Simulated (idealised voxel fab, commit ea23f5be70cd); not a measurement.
The document below concerns the process module designated voxel capacitor over wiring.
Cross-section cut spans 280 nm and uses square cells 5 nm in size.
When this document writes out a cross-section, it uses a grid of square cells and lists it as bands, beginning at the top and moving down, with a band standing for one or more rows of cells.
The band entry comprises the height of the band's top followed by the height of its bottom, expressed in nm, and subsequently the band's materials from left to right, each stated together with its width in nm. Where a single material is marked with the word "throughout", that material fills the band from edge to edge. The word "air" represents empty space.
Counting heights begins at 0, where everything beneath is, in the wafer as received, one material. The lowest band has no bottom; it goes on downwards, as "0 and below" shows.
It should be noted that a width expressed as "30 to 40" varies in equal increments from row to row of cells within the band, taking the value of the first number at the top row and that of the second number at the bottom row.
Key: "no modifications" - step with no changed cell in the cross-section.
Reported under the label "Trapped cavities" are the empty spaces having no open way to the top and comprising 8 cells or more; the notation for each is width x height at distance, in which the distance is measured from the left edge and all three values are in nm.
Formally, on a step line, whatever follows the settings is a remark that the simulator itself makes on the step.
A step's line can hold "overlay nm"; with a mask on that step, the setting says how far right of the planned place the mask lay, while a negative setting says it lay to the left.

These are the steps we planned for the process:
step 1: op RECEIVE | material Si
step 2: op CONFORMAL_DEP | material SiO2 | thk nm 10
step 3: op DIRECTIONAL_DEP | material TiN | thk nm 5
step 4: op DIRECTIONAL_DEP | material W | thk nm 20
step 5: op MASKED_ETCH | tone cover | mask id METAL_1 | width nm 25 | pitch nm 85 | etch materials W | depth nm 20 | overlay nm 0
step 6: op MASKED_ETCH | tone cover | mask id METAL_1 | width nm 25 | pitch nm 85 | etch materials TiN | depth nm 5 | overlay nm 0
step 7: op CONFORMAL_DEP | material SiN | thk nm 5
step 8: op FILL_DEP | material lowk | thk nm 5
step 9: op CMP | height nm 35
step 10: op CONFORMAL_DEP | material SiCN | thk nm 5
step 11: op DIRECTIONAL_DEP | material SiO2 | thk nm 15
step 12: op PATTERN | tone open | mask id PLUG_1 | material resist | width nm 15 | thk nm 15 | overlay nm 0
step 13: op DIRECTIONAL_ETCH | etch materials SiO2 | depth nm 15
step 14: op DIRECTIONAL_ETCH | etch materials SiCN | depth nm 5
step 15: op STRIP | etch materials resist
step 16: op EPI | material Ru | thk nm 10
step 17: op EPI | material Ru | thk nm 10
step 18: op DIRECTIONAL_DEP | material TiN | thk nm 10
step 19: op DIRECTIONAL_DEP | material HfO2 | thk nm 5
step 20: op DIRECTIONAL_DEP | material TiN | thk nm 5
step 21: op DIRECTIONAL_DEP | material aC | thk nm 15
step 22: op PATTERN | tone cover | mask id UPPER_PLATE | material resist | width nm 65 | thk nm 30 | overlay nm 0
step 23: op DIRECTIONAL_ETCH | etch materials aC | depth nm 15
step 24: op STRIP | etch materials resist
step 25: op DIRECTIONAL_ETCH | etch materials TiN | depth nm 5
step 26: op DIRECTIONAL_ETCH | etch materials HfO2 | depth nm 5
step 27: op STRIP | etch materials aC
step 28: op DIRECTIONAL_DEP | material aC | thk nm 15
step 29: op PATTERN | tone cover | mask id LOWER_PLATE | material resist | width nm 75 | thk nm 35 | overlay nm 0
step 30: op DIRECTIONAL_ETCH | etch materials aC | depth nm 15
step 31: op STRIP | etch materials resist
step 32: op DIRECTIONAL_ETCH | etch materials TiN | depth nm 10
step 33: op STRIP | etch materials aC
step 34: op FILL_DEP | material SiO2 | thk nm 15
step 35: op CMP | height nm 85
step 36: op DIRECTIONAL_DEP | material aC | thk nm 15
step 37: op PATTERN | tone open | mask id PLUG_2 | material resist | width nm 15 | thk nm 35 | overlay nm 0
step 38: op DIRECTIONAL_ETCH | etch materials aC | depth nm 15
step 39: op STRIP | etch materials resist
step 40: op DIRECTIONAL_ETCH | etch materials SiO2 | depth nm 10
step 41: op STRIP | etch materials aC
step 42: op CONFORMAL_DEP | material TiN | thk nm 5
step 43: op FILL_DEP | material Cu | thk nm 5
step 44: op CMP | height nm 85
step 45: op CONFORMAL_DEP | material SiCN | thk nm 5

Cross-section: wafer on arrival = after step 1:
- 0 and below | Si throughout
- Trapped cavities: none

What the wafer looks like in cross-section after this module, when it starts as shown above and follows the plan above but one mistake is made in running it:
- 90 down to 85 | SiCN throughout
- 85 down to 80 | 95 SiO2; 25 TiN; 160 SiO2
- 80 down to 75 | 95 SiO2; 25 HfO2; 160 SiO2
- 75 down to 70 | 90 SiO2; 70 TiN; 120 SiO2
- 70 down to 65 | 90 SiO2; 30 TiN; 40 HfO2; 120 SiO2
- 65 down to 55 | 85 SiO2; 35 Ru; 45 TiN; 115 SiO2
- 55 down to 40 | 95 SiO2; 15 Ru; 170 SiO2
- 40 down to 35 | 95 SiCN; 15 Ru; 170 SiCN
- 35 down to 15 | 80 lowk; 5 SiN; 25 W; 5 SiN; 50 lowk; 5 SiN; 25 W; 5 SiN; 80 lowk
- 15 down to 10 | 85 SiN; 25 TiN; 60 SiN; 25 TiN; 85 SiN
- 10 down to 0 | SiO2 throughout
- 0 and below | Si throughout
- Trapped cavities: none
Short version of what went wrong: ran twice: one of 16 and 17, identical steps, cannot tell which
